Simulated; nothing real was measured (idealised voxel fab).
This is a process module. Its name is voxel transistor to metal.
Each square cell in cross-section cut measures 5 nm, and the section as a whole is 195 nm wide.
Cross-sections here: square-cell grids, written as top-down lists of bands, a band being one or more rows of cells. Heads up on the band format: heights come first, top then bottom, in nm. After that it's the materials left to right, each with its width in nm. A single material flagged "all across" fills the whole band edge to edge, and "blank" means there's empty space there. Heights are expressed relative to 0, this being the level below which the as-received wafer comprises one material exclusively. The lowest band is unbounded in the downward direction and is denoted as in "from 0 down". A width given as "30 to 40" starts at the first number in the band's top row and ends at the second number in its bottom row, shifting by an equal amount at every step from row to row. Take "nothing got changed" at face value: in the step it is given for, the cross-section changed in none of its cells. The entry "Enclosed cavity list" lists the empty spaces that cover at least 8 cells and have no open path to the top. Each is written as width x height at distance, where the distance is measured from the left edge and all three values are in nm. On a step's line, text after the settings is the simulator commenting on that step. For masked steps, "overlay nm" on the step line gives how far right of plan the mask actually lay; a minus sign means it lay to the left. Pairs ahead. Before: cross-section ahead of one process step. After: cross-section once the step is done, shown to the lowest changed band only. Under each pair: that step, with settings. Caution: pairs may come from different runs of this module on the same starting wafer; a pair follows the pair above only where its "Before the process" entry says so.
## Before the process
  from 25 to 10  blank (30), aC (130), blank (35)
  from 10 to 0  blank (30), SiN (130), blank (35)
  from 0 to -5  blank (30), SiO2 (130), blank (35)
  from -5 to -65  blank (30), Si (130), blank (35)
  from -65 down  Si all across
  Enclosed cavity list: none
## Section, Post-Step
  from 10 to 0  blank (30), SiN (130), blank (35)
  Nothing below the height 0 has changed.
  Enclosed cavity list: none
Here is the step that sits between the two cross-sections above: STRIP | etch materials aC
Before the process: the cross-section after the pair above
## Section, Post-Step
  from 15 to 10  SiO2 all across
  from 10 to 0  SiO2 (30), SiN (130), SiO2 (35)
  from 0 to -5  SiO2 all across
  from -5 to -65  SiO2 (30), Si (130), SiO2 (35)
  Nothing below the height -65 has changed.
  Enclosed cavity list: none
Here is the step that sits between the two cross-sections above: FILL_DEP | material SiO2 | thk nm 5
Before the process: the cross-section after the pair above
## Section, Post-Step
  from 10 to 0  SiO2 (30), SiN (130), SiO2 (35)
  Nothing below the height 0 has changed.
  Enclosed cavity list: none
Here is the step that sits between the two cross-sections above: CMP | height nm 10
Before the process: the cross-section after the pair above
## Section, Post-Step
  from 10 to 0  blank (30), SiN (130), blank (35)
  Nothing below the height 0 has changed.
  Enclosed cavity list: none
Here is the step that sits between the two cross-sections above: SELECTIVE_ETCH | etch materials SiO2 | depth nm 10
Before the process: the cross-section after the pair above
## Section, Post-Step
  from 0 to -5  SiO2 all across
  Nothing below the height -5 has changed.
  Enclosed cavity list: none
Here is the step that sits between the two cross-sections above: STRIP | etch materials SiN
Before the process: the cross-section after the pair above
## Section, Post-Step
  from -5 to -65  SiO2 (30), Si (130), SiO2 (35)
  Nothing below the height -65 has changed.
  Enclosed cavity list: none
Here is the step that sits between the two cross-sections above: SELECTIVE_ETCH | etch materials SiO2 | depth nm 5
Before the process: the cross-section after the pair above
## Section, Post-Step
  from -5 to -10  SiO2 all across
  Nothing below the height -10 has changed.
  Enclosed cavity list: none
Here is the step that sits between the two cross-sections above: OXIDIZE | depth nm 5
Before the process: the cross-section after the pair above
## Section, Post-Step
  from 25 to -5  polySi all across
  Nothing below the height -5 has changed.
  Enclosed cavity list: none
Here is the step that sits between the two cross-sections above: DIRECTIONAL_DEP | material polySi | thk nm 30
Before the process: the cross-section after the pair above
## Section, Post-Step
  from 35 to 25  SiCN all across
  Nothing below the height 25 has changed.
  Enclosed cavity list: none
Here is the step that sits between the two cross-sections above: DIRECTIONAL_DEP | material SiCN | thk nm 10
Before the process: the cross-section after the pair above
## Section, Post-Step
  from 50 to 35  aC all across
  Nothing below the height 35 has changed.
  Enclosed cavity list: none
Here is the step that sits between the two cross-sections above: DIRECTIONAL_DEP | material aC | thk nm 15
Before the process: the cross-section after the pair above
## Section, Post-Step
  from 80 to 50  blank (80), resist (30), blank (85)
  Nothing below the height 50 has changed.
  Enclosed cavity list: none
Here is the step that sits between the two cross-sections above: PATTERN | tone cover | mask id GATE | material resist | width nm 30 | thk nm 30 | overlay nm 0
Before the process: the cross-section after the pair above
## Section, Post-Step
  from 65 to 50  blank (80), resist (30), blank (85)
  from 50 to 35  blank (80), aC (30), blank (85)
  Nothing below the height 35 has changed.
  Enclosed cavity list: none
Here is the step that sits between the two cross-sections above: DIRECTIONAL_ETCH | etch materials aC | depth nm 15
Before the process: the cross-section after the pair above
## Section, Post-Step
  from 50 to 35  blank (80), aC (30), blank (85)
  Nothing below the height 35 has changed.
  Enclosed cavity list: none
Here is the step that sits between the two cross-sections above: STRIP | etch materials resist
Before the process: the cross-section after the pair above
## Section, Post-Step
  from 50 to 35  blank (80), aC (30), blank (85)
  from 35 to 25  blank (80), SiCN (30), blank (85)
  Nothing below the height 25 has changed.
  Enclosed cavity list: none
Here is the step that sits between the two cross-sections above: DIRECTIONAL_ETCH | etch materials SiCN | depth nm 20
Before the process: the cross-section after the pair above
## Section, Post-Step
  from 50 to 35  blank (80), aC (30), blank (85)
  from 35 to 25  blank (80), SiCN (30), blank (85)
  from 25 to -5  blank (80), polySi (30), blank (85)
  Nothing below the height -5 has changed.
  Enclosed cavity list: none
Here is the step that sits between the two cross-sections above: DIRECTIONAL_ETCH | etch materials polySi | depth nm 40
Before the process: the cross-section after the pair above
## Section, Post-Step
  from 35 to 25  blank (80), SiCN (30), blank (85)
  Nothing below the height 25 has changed.
  Enclosed cavity list: none
Here is the step that sits between the two cross-sections above: STRIP | etch materials aC
Before the process: the cross-section after the pair above
## Section, Post-Step
  from 45 to 35  blank (70), SiN (50), blank (75)
  from 35 to 25  blank (70), SiN (10), SiCN (30), SiN (10), blank (75)
  from 25 to 5  blank (70), SiN (10), polySi (30), SiN (10), blank (75)
  from 5 to -5  SiN (80), polySi (30), SiN (85)
  Nothing below the height -5 has changed.
  Enclosed cavity list: none
Here is the step that sits between the two cross-sections above: CONFORMAL_DEP | material SiN | thk nm 10
Before the process: the cross-section after the pair above
## Section, Post-Step
  from 35 to 25  blank (70), SiN (10), SiCN (30), SiN (10), blank (75)
  from 25 to -5  blank (70), SiN (10), polySi (30), SiN (10), blank (75)
  Nothing below the height -5 has changed.
  Enclosed cavity list: none
Here is the step that sits between the two cross-sections above: DIRECTIONAL_ETCH | etch materials SiN | depth nm 10
Before the process: the cross-section after the pair above
## Section, Post-Step
  from 35 to 25  blank (70), SiN (10), SiCN (30), SiN (10), blank (75)
  from 25 to -5  blank (70), SiN (10), polySi (30), SiN (10), blank (75)
  from -5 to -10  blank (70), SiO2 (50), blank (75)
  Nothing below the height -10 has changed.
  Enclosed cavity list: none
Here is the step that sits between the two cross-sections above: DIRECTIONAL_ETCH | etch materials SiO2 | depth nm 5
Before the process: the cross-section after the pair above
## Section, Post-Step
  from 35 to 25  blank (70), SiN (10), SiCN (30), SiN (10), blank (75)
  from 25 to -5  blank (70), SiN (10), polySi (30), SiN (10), blank (75)
  from -5 to -10  blank (70), SiO2 (50), blank (75)
  from -10 to -20  SiO2 (30), blank (40), Si (50), blank (40), SiO2 (35)
  Nothing below the height -20 has changed.
  Enclosed cavity list: none
Here is the step that sits between the two cross-sections above: DIRECTIONAL_ETCH | etch materials Si | depth nm 10
Before the process: the cross-section after the pair above
## Section, Post-Step
  from 35 to 25  blank (70), SiN (10), SiCN (30), SiN (10), blank (75)
  from 25 to 0  blank (70), SiN (10), polySi (30), SiN (10), blank (75)
  from 0 to -5  blank (60), pSi (10), SiN (10), polySi (30), SiN (10), pSi (10), blank (65)
  from -5 to -10  blank (60), pSi (10), SiO2 (50), pSi (10), blank (65)
  from -10 to -20  SiO2 (30), pSi (40), Si (50), pSi (40), SiO2 (35)
  Nothing below the height -20 has changed.
  Enclosed cavity list: none
Here is the step that sits between the two cross-sections above: EPI | material pSi | thk nm 10
Before the process: the cross-section after the pair above
## Section, Post-Step
  from 45 to 35  SiO2 all across
  from 35 to 25  SiO2 (70), SiN (10), SiCN (30), SiN (10), SiO2 (75)
  from 25 to 0  SiO2 (70), SiN (10), polySi (30), SiN (10), SiO2 (75)
  from 0 to -5  SiO2 (60), pSi (10), SiN (10), polySi (30), SiN (10), pSi (10), SiO2 (65)
  from -5 to -10  SiO2 (60), pSi (10), SiO2 (50), pSi (10), SiO2 (65)
  Nothing below the height -10 has changed.
  Enclosed cavity list: none
Here is the step that sits between the two cross-sections above: FILL_DEP | material SiO2 | thk nm 10
Before the process: the cross-section after the pair above
## Section, Post-Step
  from 25 to 0  SiO2 (70), SiN (10), polySi (30), SiN (10), SiO2 (75)
  Nothing below the height 0 has changed.
  Enclosed cavity list: none
Here is the step that sits between the two cross-sections above: CMP | height nm 25
Before the process: the cross-section after the pair above
## Section, Post-Step
  from 25 to 0  SiO2 (70), SiN (10), blank (30), SiN (10), SiO2 (75)
  from 0 to -5  SiO2 (60), pSi (10), SiN (10), blank (30), SiN (10), pSi (10), SiO2 (65)
  Nothing below the height -5 has changed.
  Enclosed cavity list: none
Here is the step that sits between the two cross-sections above: STRIP | etch materials polySi
Before the process: the cross-section after the pair above
## Section, Post-Step
  from 25 to 20  blank (70), SiN (10), blank (30), SiN (10), blank (75)
  from 20 to 0  SiO2 (70), SiN (10), blank (30), SiN (10), SiO2 (75)
  from 0 to -5  SiO2 (60), pSi (10), SiN (10), blank (30), SiN (10), pSi (10), SiO2 (65)
  from -5 to -10  SiO2 (60), pSi (10), SiO2 (5), blank (40), SiO2 (5), pSi (10), SiO2 (65)
  Nothing below the height -10 has changed.
  Enclosed cavity list: none
Here is the step that sits between the two cross-sections above: SELECTIVE_ETCH | etch materials SiO2 | depth nm 5
Before the process: the cross-section after the pair above
## Section, Post-Step
  from 30 to 25  blank (65), HfO2 (20), blank (20), HfO2 (20), blank (70)
  from 25 to 20  HfO2 (70), SiN (10), HfO2 (5), blank (20), HfO2 (5), SiN (10), HfO2 (75)
  from 20 to 0  SiO2 (70), SiN (10), HfO2 (5), blank (20), HfO2 (5), SiN (10), SiO2 (75)
  from 0 to -5  SiO2 (60), pSi (10), SiN (10), HfO2 (5), blank (20), HfO2 (5), SiN (10), pSi (10), SiO2 (65)
  from -5 to -10  SiO2 (60), pSi (10), SiO2 (5), HfO2 (40), SiO2 (5), pSi (10), SiO2 (65)
  Nothing below the height -10 has changed.
  Enclosed cavity list: none
Here is the step that sits between the two cross-sections above: CONFORMAL_DEP | material HfO2 | thk nm 5
Before the process: the cross-section after the pair above
## Section, Post-Step
  from 35 to 30  blank (60), TiN (30), blank (10), TiN (30), blank (65)
  from 30 to 25  TiN (65), HfO2 (20), TiN (5), blank (10), TiN (5), HfO2 (20), TiN (70)
  from 25 to 20  HfO2 (70), SiN (10), HfO2 (5), TiN (5), blank (10), TiN (5), HfO2 (5), SiN (10), HfO2 (75)
  from 20 to 0  SiO2 (70), SiN (10), HfO2 (5), TiN (5), blank (10), TiN (5), HfO2 (5), SiN (10), SiO2 (75)
  from 0 to -5  SiO2 (60), pSi (10), SiN (10), HfO2 (5), TiN (20), HfO2 (5), SiN (10), pSi (10), SiO2 (65)
  Nothing below the height -5 has changed.
  Enclosed cavity list: none
Here is the step that sits between the two cross-sections above: CONFORMAL_DEP | material TiN | thk nm 5
Before the process: the cross-section after the pair above
## Section, Post-Step
  from 45 to 35  W all across
  from 35 to 30  W (60), TiN (30), W (10), TiN (30), W (65)
  from 30 to 25  TiN (65), HfO2 (20), TiN (5), W (10), TiN (5), HfO2 (20), TiN (70)
  from 25 to 20  HfO2 (70), SiN (10), HfO2 (5), TiN (5), W (10), TiN (5), HfO2 (5), SiN (10), HfO2 (75)
  from 20 to 0  SiO2 (70), SiN (10), HfO2 (5), TiN (5), W (10), TiN (5), HfO2 (5), SiN (10), SiO2 (75)
  Nothing below the height 0 has changed.
  Enclosed cavity list: none
Here is the step that sits between the two cross-sections above: FILL_DEP | material W | thk nm 10
Before the process: the cross-section after the pair above
## Section, Post-Step
  from 20 to 0  SiO2 (70), SiN (10), HfO2 (5), TiN (5), W (10), TiN (5), HfO2 (5), SiN (10), SiO2 (75)
  Nothing below the height 0 has changed.
  Enclosed cavity list: none
Here is the step that sits between the two cross-sections above: CMP | height nm 20
Before the process: the cross-section after the pair above
## Section, Post-Step
  from 30 to 20  SiO2 all across
  Nothing below the height 20 has changed.
  Enclosed cavity list: none
Here is the step that sits between the two cross-sections above: DIRECTIONAL_DEP | material SiO2 | thk nm 10
Before the process: the cross-section after the pair above
## Section, Post-Step
  from 50 to 30  resist (40), blank (20), resist (70), blank (20), resist (45)
  Nothing below the height 30 has changed.
  Enclosed cavity list: none
Here is the step that sits between the two cross-sections above: PATTERN | tone open | mask id CONTACT | material resist | width nm 20 | pitch nm 90 | thk nm 20 | overlay nm 0
Before the process: the cross-section after the pair above
## Section, Post-Step
  from 50 to 30  resist (40), blank (20), resist (70), blank (20), resist (45)
  from 30 to 20  SiO2 (40), blank (20), SiO2 (70), blank (20), SiO2 (45)
  from 20 to 0  SiO2 (40), blank (20), SiO2 (10), SiN (10), HfO2 (5), TiN (5), W (10), TiN (5), HfO2 (5), SiN (10), SiO2 (10), blank (20), SiO2 (45)
  from 0 to -5  SiO2 (40), blank (20), pSi (10), SiN (10), HfO2 (5), TiN (20), HfO2 (5), SiN (10), pSi (10), blank (20), SiO2 (45)
  from -5 to -10  SiO2 (40), blank (20), pSi (10), SiO2 (5), HfO2 (40), SiO2 (5), pSi (10), blank (20), SiO2 (45)
  Nothing below the height -10 has changed.
  Enclosed cavity list: none
Here is the step that sits between the two cross-sections above: DIRECTIONAL_ETCH | etch materials SiO2 | depth nm 40
Before the process: the cross-section after the pair above
## Section, Post-Step
  from 30 to 20  SiO2 (40), blank (20), SiO2 (70), blank (20), SiO2 (45)
  Nothing below the height 20 has changed.
  Enclosed cavity list: none
Here is the step that sits between the two cross-sections above: STRIP | etch materials resist
Before the process: the cross-section after the pair above
## Section, Post-Step
  from 35 to 30  TiN (45), blank (10), TiN (80), blank (10), TiN (50)
  from 30 to 20  SiO2 (40), TiN (5), blank (10), TiN (5), SiO2 (70), TiN (5), blank (10), TiN (5), SiO2 (45)
  from 20 to 0  SiO2 (40), TiN (5), blank (10), TiN (5), SiO2 (10), SiN (10), HfO2 (5), TiN (5), W (10), TiN (5), HfO2 (5), SiN (10), SiO2 (10), TiN (5), blank (10), TiN (5), SiO2 (45)
  from 0 to -5  SiO2 (40), TiN (5), blank (10), TiN (5), pSi (10), SiN (10), HfO2 (5), TiN (20), HfO2 (5), SiN (10), pSi (10), TiN (5), blank (10), TiN (5), SiO2 (45)
  from -5 to -10  SiO2 (40), TiN (20), pSi (10), SiO2 (5), HfO2 (40), SiO2 (5), pSi (10), TiN (20), SiO2 (45)
  Nothing below the height -10 has changed.
  Enclosed cavity list: none
Here is the step that sits between the two cross-sections above: CONFORMAL_DEP | material TiN | thk nm 5
Before the process: the cross-section after the pair above
## Section, Post-Step
  from 45 to 35  W all across
  from 35 to 30  TiN (45), W (10), TiN (80), W (10), TiN (50)
  from 30 to 20  SiO2 (40), TiN (5), W (10), TiN (5), SiO2 (70), TiN (5), W (10), TiN (5), SiO2 (45)
  from 20 to 0  SiO2 (40), TiN (5), W (10), TiN (5), SiO2 (10), SiN (10), HfO2 (5), TiN (5), W (10), TiN (5), HfO2 (5), SiN (10), SiO2 (10), TiN (5), W (10), TiN (5), SiO2 (45)
  from 0 to -5  SiO2 (40), TiN (5), W (10), TiN (5), pSi (10), SiN (10), HfO2 (5), TiN (20), HfO2 (5), SiN (10), pSi (10), TiN (5), W (10), TiN (5), SiO2 (45)
  Nothing below the height -5 has changed.
  Enclosed cavity list: none
Here is the step that sits between the two cross-sections above: FILL_DEP | material W | thk nm 10
Before the process: the cross-section after the pair above
## Section, Post-Step
  from 30 to 20  SiO2 (40), TiN (5), W (10), TiN (5), SiO2 (70), TiN (5), W (10), TiN (5), SiO2 (45)
  Nothing below the height 20 has changed.
  Enclosed cavity list: none
Here is the step that sits between the two cross-sections above: CMP | height nm 30
Before the process: the cross-section after the pair above
## Section, Post-Step
  from 35 to 30  TiN all across
  Nothing below the height 30 has changed.
  Enclosed cavity list: none
Here is the step that sits between the two cross-sections above: DIRECTIONAL_DEP | material TiN | thk nm 5
Before the process: the cross-section after the pair above
## Section, Post-Step
  from 60 to 35  Ru all across
  Nothing below the height 35 has changed.
  Enclosed cavity list: none
Here is the step that sits between the two cross-sections above: DIRECTIONAL_DEP | material Ru | thk nm 25
Before the process: the cross-section after the pair above
## Section, Post-Step
  from 60 to 35  blank (40), Ru (20), blank (70), Ru (20), blank (45)
  Nothing below the height 35 has changed.
  Enclosed cavity list: none
Here is the step that sits between the two cross-sections above: MASKED_ETCH | tone cover | mask id METAL_1 | width nm 20 | pitch nm 90 | etch materials Ru | depth nm 25 | overlay nm 0
Before the process: the cross-section after the pair above
## Section, Post-Step
  from 60 to 35  blank (40), Ru (20), blank (70), Ru (20), blank (45)
  from 35 to 30  blank (40), TiN (20), blank (70), TiN (20), blank (45)
  Nothing below the height 30 has changed.
  Enclosed cavity list: none
Here is the step that sits between the two cross-sections above: MASKED_ETCH | tone cover | mask id METAL_1 | width nm 20 | pitch nm 90 | etch materials TiN | depth nm 5 | overlay nm 0
Before the process: the cross-section after the pair above
## Section, Post-Step
  from 65 to 60  blank (35), SiN (30), blank (60), SiN (30), blank (40)
  from 60 to 35  blank (35), SiN (5), Ru (20), SiN (5), blank (60), SiN (5), Ru (20), SiN (5), blank (40)
  from 35 to 30  SiN (40), TiN (20), SiN (70), TiN (20), SiN (45)
  Nothing below the height 30 has changed.
  Enclosed cavity list: none
Here is the step that sits between the two cross-sections above: CONFORMAL_DEP | material SiN | thk nm 5
Before the process: the cross-section after the pair above
## Section, Post-Step
  from 70 to 65  SiO2 all across
  from 65 to 60  SiO2 (35), SiN (30), SiO2 (60), SiN (30), SiO2 (40)
  from 60 to 35  SiO2 (35), SiN (5), Ru (20), SiN (5), SiO2 (60), SiN (5), Ru (20), SiN (5), SiO2 (40)
  Nothing below the height 35 has changed.
  Enclosed cavity list: none
Here is the step that sits between the two cross-sections above: FILL_DEP | material SiO2 | thk nm 5
Before the process: the cross-section after the pair above
## Section, Post-Step
  from 60 to 35  SiO2 (35), SiN (5), Ru (20), SiN (5), SiO2 (60), SiN (5), Ru (20), SiN (5), SiO2 (40)
  Nothing below the height 35 has changed.
  Enclosed cavity list: none
Here is the step that sits between the two cross-sections above: CMP | height nm 60
Before the process: the cross-section after the pair above
## Section, Post-Step
  from 65 to 60  SiCN all across
  Nothing below the height 60 has changed.
  Enclosed cavity list: none
Here is the step that sits between the two cross-sections above: CONFORMAL_DEP | material SiCN | thk nm 5
## Before the process
  from 10 to 0  SiO2 (30), SiN (130), SiO2 (35)
  from 0 to -5  SiO2 all across
  from -5 to -35  SiO2 (30), Si (130), SiO2 (35)
  from -35 down  Si all across
  Enclosed cavity list: none
## Section, Post-Step
  from 10 to 0  SiO2 (30), blank (130), SiO2 (35)
  Nothing below the height 0 has changed.
  Enclosed cavity list: none
Here is the step that sits between the two cross-sections above: STRIP | etch materials SiN
Before the process: the cross-section after the pair above
## Section, Post-Step
  from 0 to -5  SiO2 (20), blank (150), SiO2 (25)
  from -5 to -10  SiO2 (20), blank (10), Si (130), blank (10), SiO2 (25)
  Nothing below the height -10 has changed.
  Enclosed cavity list: none
Here is the step that sits between the two cross-sections above: SELECTIVE_ETCH | etch materials SiO2 | depth nm 10
Before the process: the cross-section after the pair above
## Section, Post-Step
  from -5 to -15  SiO2 (15), blank (15), Si (130), blank (15), SiO2 (20)
  Nothing below the height -15 has changed.
  Enclosed cavity list: none
Here is the step that sits between the two cross-sections above: SELECTIVE_ETCH | etch materials SiO2 | depth nm 5
Before the process: the cross-section after the pair above
## Section, Post-Step
  from -5 to -10  SiO2 (15), blank (15), SiO2 (130), blank (15), SiO2 (20)
  from -10 to -15  SiO2 (15), blank (15), SiO2 (5), Si (120), SiO2 (5), blank (15), SiO2 (20)
  from -15 to -20  SiO2 (35), Si (120), SiO2 (40)
  Nothing below the height -20 has changed.
  Enclosed cavity list: none
Here is the step that sits between the two cross-sections above: OXIDIZE | depth nm 5
Before the process: the cross-section after the pair above
## Section, Post-Step
  from 25 to 15  polySi (15), blank (15), polySi (130), blank (15), polySi (20)
  from 15 to -5  polySi all across
  from -5 to -10  SiO2 (15), polySi (15), SiO2 (130), polySi (15), SiO2 (20)
  from -10 to -15  SiO2 (15), polySi (15), SiO2 (5), Si (120), SiO2 (5), polySi (15), SiO2 (20)
  Nothing below the height -15 has changed.
  Enclosed cavity list: none
Here is the step that sits between the two cross-sections above: DIRECTIONAL_DEP | material polySi | thk nm 30
Before the process: the cross-section after the pair above
## Section, Post-Step
  from 35 to 25  SiCN (15), blank (15), SiCN (130), blank (15), SiCN (20)
  from 25 to 15  polySi (15), SiCN (15), polySi (130), SiCN (15), polySi (20)
  Nothing below the height 15 has changed.
  Enclosed cavity list: none
Here is the step that sits between the two cross-sections above: DIRECTIONAL_DEP | material SiCN | thk nm 10
Before the process: the cross-section after the pair above
## Section, Post-Step
  from 50 to 40  aC (15), blank (15), aC (130), blank (15), aC (20)
  from 40 to 35  aC all across
  from 35 to 25  SiCN (15), aC (15), SiCN (130), aC (15), SiCN (20)
  Nothing below the height 25 has changed.
  Enclosed cavity list: none
Here is the step that sits between the two cross-sections above: DIRECTIONAL_DEP | material aC | thk nm 15
Before the process: the cross-section after the pair above
## Section, Post-Step
  from 80 to 50  blank (80), resist (30), blank (85)
  Nothing below the height 50 has changed.
  Enclosed cavity list: none
Here is the step that sits between the two cross-sections above: PATTERN | tone cover | mask id GATE | material resist | width nm 30 | thk nm 30 | overlay nm 0
Before the process: the cross-section after the pair above
## Section, Post-Step
  from 65 to 50  blank (80), resist (30), blank (85)
  from 50 to 35  blank (80), aC (30), blank (85)
  from 35 to 25  SiCN (15), blank (15), SiCN (130), blank (15), SiCN (20)
  Nothing below the height 25 has changed.
  Enclosed cavity list: none
Here is the step that sits between the two cross-sections above: DIRECTIONAL_ETCH | etch materials aC | depth nm 15
Before the process: the cross-section after the pair above
## Section, Post-Step
  from 50 to 35  blank (80), aC (30), blank (85)
  Nothing below the height 35 has changed.
  Enclosed cavity list: none
Here is the step that sits between the two cross-sections above: STRIP | etch materials resist
Before the process: the cross-section after the pair above
## Section, Post-Step
  from 50 to 35  blank (80), aC (30), blank (85)
  from 35 to 25  blank (80), SiCN (30), blank (85)
  from 25 to 15  polySi (15), blank (15), polySi (130), blank (15), polySi (20)
  Nothing below the height 15 has changed.
  Enclosed cavity list: none
Here is the step that sits between the two cross-sections above: DIRECTIONAL_ETCH | etch materials SiCN | depth nm 20
Before the process: the cross-section after the pair above
## Section, Post-Step
  from 50 to 35  blank (80), aC (30), blank (85)
  from 35 to 25  blank (80), SiCN (30), blank (85)
  from 25 to -5  blank (80), polySi (30), blank (85)
  from -5 to -10  SiO2 (15), blank (15), SiO2 (130), blank (15), SiO2 (20)
  from -10 to -15  SiO2 (15), blank (15), SiO2 (5), Si (120), SiO2 (5), blank (15), SiO2 (20)
  Nothing below the height -15 has changed.
  Enclosed cavity list: none
Here is the step that sits between the two cross-sections above: DIRECTIONAL_ETCH | etch materials polySi | depth nm 40
Before the process: the cross-section after the pair above
## Section, Post-Step
  from 35 to 25  blank (80), SiCN (30), blank (85)
  Nothing below the height 25 has changed.
  Enclosed cavity list: none
Here is the step that sits between the two cross-sections above: STRIP | etch materials aC
Before the process: the cross-section after the pair above
## Section, Post-Step
  from 45 to 35  blank (70), SiN (50), blank (75)
  from 35 to 25  blank (70), SiN (10), SiCN (30), SiN (10), blank (75)
  from 25 to 5  blank (70), SiN (10), polySi (30), SiN (10), blank (75)
  from 5 to -5  SiN (80), polySi (30), SiN (85)
  from -5 to -10  SiO2 (15), SiN (15), SiO2 (130), SiN (15), SiO2 (20)
  from -10 to -15  SiO2 (15), SiN (15), SiO2 (5), Si (120), SiO2 (5), SiN (15), SiO2 (20)
  Nothing below the height -15 has changed.
  Enclosed cavity list: none
Here is the step that sits between the two cross-sections above: CONFORMAL_DEP | material SiN | thk nm 10
Before the process: the cross-section after the pair above
## Section, Post-Step
  from 35 to 25  blank (70), SiN (10), SiCN (30), SiN (10), blank (75)
  from 25 to -5  blank (70), SiN (10), polySi (30), SiN (10), blank (75)
  Nothing below the height -5 has changed.
  Enclosed cavity list: none
Here is the step that sits between the two cross-sections above: DIRECTIONAL_ETCH | etch materials SiN | depth nm 10
Before the process: the cross-section after the pair above
## Section, Post-Step
  from 35 to 25  blank (70), SiN (10), SiCN (30), SiN (10), blank (75)
  from 25 to -5  blank (70), SiN (10), polySi (30), SiN (10), blank (75)
  from -5 to -10  blank (15), SiN (15), blank (40), SiO2 (50), blank (40), SiN (15), blank (20)
  Nothing below the height -10 has changed.
  Enclosed cavity list: none
Here is the step that sits between the two cross-sections above: DIRECTIONAL_ETCH | etch materials SiO2 | depth nm 5
Before the process: the cross-section after the pair above
## Section, Post-Step
  from 35 to 25  blank (70), SiN (10), SiCN (30), SiN (10), blank (75)
  from 25 to -5  blank (70), SiN (10), polySi (30), SiN (10), blank (75)
  from -5 to -10  blank (15), SiN (15), blank (40), SiO2 (50), blank (40), SiN (15), blank (20)
  from -10 to -15  SiO2 (15), SiN (15), SiO2 (5), blank (35), Si (50), blank (35), SiO2 (5), SiN (15), SiO2 (20)
  from -15 to -20  SiO2 (35), blank (35), Si (50), blank (35), SiO2 (40)
  Nothing below the height -20 has changed.
  Enclosed cavity list: none
Here is the step that sits between the two cross-sections above: DIRECTIONAL_ETCH | etch materials Si | depth nm 10
Before the process: the cross-section after the pair above
## Section, Post-Step
  from 35 to 25  blank (70), SiN (10), SiCN (30), SiN (10), blank (75)
  from 25 to 0  blank (70), SiN (10), polySi (30), SiN (10), blank (75)
  from 0 to -5  blank (60), pSi (10), SiN (10), polySi (30), SiN (10), pSi (10), blank (65)
  from -5 to -10  blank (15), SiN (15), blank (30), pSi (10), SiO2 (50), pSi (10), blank (30), SiN (15), blank (20)
  from -10 to -15  SiO2 (15), SiN (15), SiO2 (5), pSi (35), Si (50), pSi (35), SiO2 (5), SiN (15), SiO2 (20)
  from -15 to -20  SiO2 (35), pSi (35), Si (50), pSi (35), SiO2 (40)
  Nothing below the height -20 has changed.
  Enclosed cavity list: none
Here is the step that sits between the two cross-sections above: EPI | material pSi | thk nm 10
Before the process: the cross-section after the pair above
## Section, Post-Step
  from 45 to 35  SiO2 all across
  from 35 to 25  SiO2 (70), SiN (10), SiCN (30), SiN (10), SiO2 (75)
  from 25 to 0  SiO2 (70), SiN (10), polySi (30), SiN (10), SiO2 (75)
  from 0 to -5  SiO2 (60), pSi (10), SiN (10), polySi (30), SiN (10), pSi (10), SiO2 (65)
  from -5 to -10  SiO2 (15), SiN (15), SiO2 (30), pSi (10), SiO2 (50), pSi (10), SiO2 (30), SiN (15), SiO2 (20)
  Nothing below the height -10 has changed.
  Enclosed cavity list: none
Here is the step that sits between the two cross-sections above: FILL_DEP | material SiO2 | thk nm 10
Before the process: the cross-section after the pair above
## Section, Post-Step
  from 25 to 0  SiO2 (70), SiN (10), polySi (30), SiN (10), SiO2 (75)
  Nothing below the height 0 has changed.
  Enclosed cavity list: none
Here is the step that sits between the two cross-sections above: CMP | height nm 25
Before the process: the cross-section after the pair above
## Section, Post-Step
  from 25 to 0  SiO2 (70), SiN (10), blank (30), SiN (10), SiO2 (75)
  from 0 to -5  SiO2 (60), pSi (10), SiN (10), blank (30), SiN (10), pSi (10), SiO2 (65)
  Nothing below the height -5 has changed.
  Enclosed cavity list: none
Here is the step that sits between the two cross-sections above: STRIP | etch materials polySi
Before the process: the cross-section after the pair above
## Section, Post-Step
  from 25 to 20  blank (70), SiN (10), blank (30), SiN (10), blank (75)
  from 20 to 0  SiO2 (70), SiN (10), blank (30), SiN (10), SiO2 (75)
  from 0 to -5  SiO2 (60), pSi (10), SiN (10), blank (30), SiN (10), pSi (10), SiO2 (65)
  from -5 to -10  SiO2 (15), SiN (15), SiO2 (30), pSi (10), SiO2 (5), blank (40), SiO2 (5), pSi (10), SiO2 (30), SiN (15), SiO2 (20)
  Nothing below the height -10 has changed.
  Enclosed cavity list: none
Here is the step that sits between the two cross-sections above: SELECTIVE_ETCH | etch materials SiO2 | depth nm 5
Before the process: the cross-section after the pair above
## Section, Post-Step
  from 30 to 25  blank (65), HfO2 (20), blank (20), HfO2 (20), blank (70)
  from 25 to 20  HfO2 (70), SiN (10), HfO2 (5), blank (20), HfO2 (5), SiN (10), HfO2 (75)
  from 20 to 0  SiO2 (70), SiN (10), HfO2 (5), blank (20), HfO2 (5), SiN (10), SiO2 (75)
  from 0 to -5  SiO2 (60), pSi (10), SiN (10), HfO2 (5), blank (20), HfO2 (5), SiN (10), pSi (10), SiO2 (65)
  from -5 to -10  SiO2 (15), SiN (15), SiO2 (30), pSi (10), SiO2 (5), HfO2 (40), SiO2 (5), pSi (10), SiO2 (30), SiN (15), SiO2 (20)
  Nothing below the height -10 has changed.
  Enclosed cavity list: none
Here is the step that sits between the two cross-sections above: CONFORMAL_DEP | material HfO2 | thk nm 5
Before the process: the cross-section after the pair above
## Section, Post-Step
  from 35 to 30  blank (60), TiN (30), blank (10), TiN (30), blank (65)
  from 30 to 25  TiN (65), HfO2 (20), TiN (5), blank (10), TiN (5), HfO2 (20), TiN (70)
  from 25 to 20  HfO2 (70), SiN (10), HfO2 (5), TiN (5), blank (10), TiN (5), HfO2 (5), SiN (10), HfO2 (75)
  from 20 to 0  SiO2 (70), SiN (10), HfO2 (5), TiN (5), blank (10), TiN (5), HfO2 (5), SiN (10), SiO2 (75)
  from 0 to -5  SiO2 (60), pSi (10), SiN (10), HfO2 (5), TiN (20), HfO2 (5), SiN (10), pSi (10), SiO2 (65)
  Nothing below the height -5 has changed.
  Enclosed cavity list: none
Here is the step that sits between the two cross-sections above: CONFORMAL_DEP | material TiN | thk nm 5
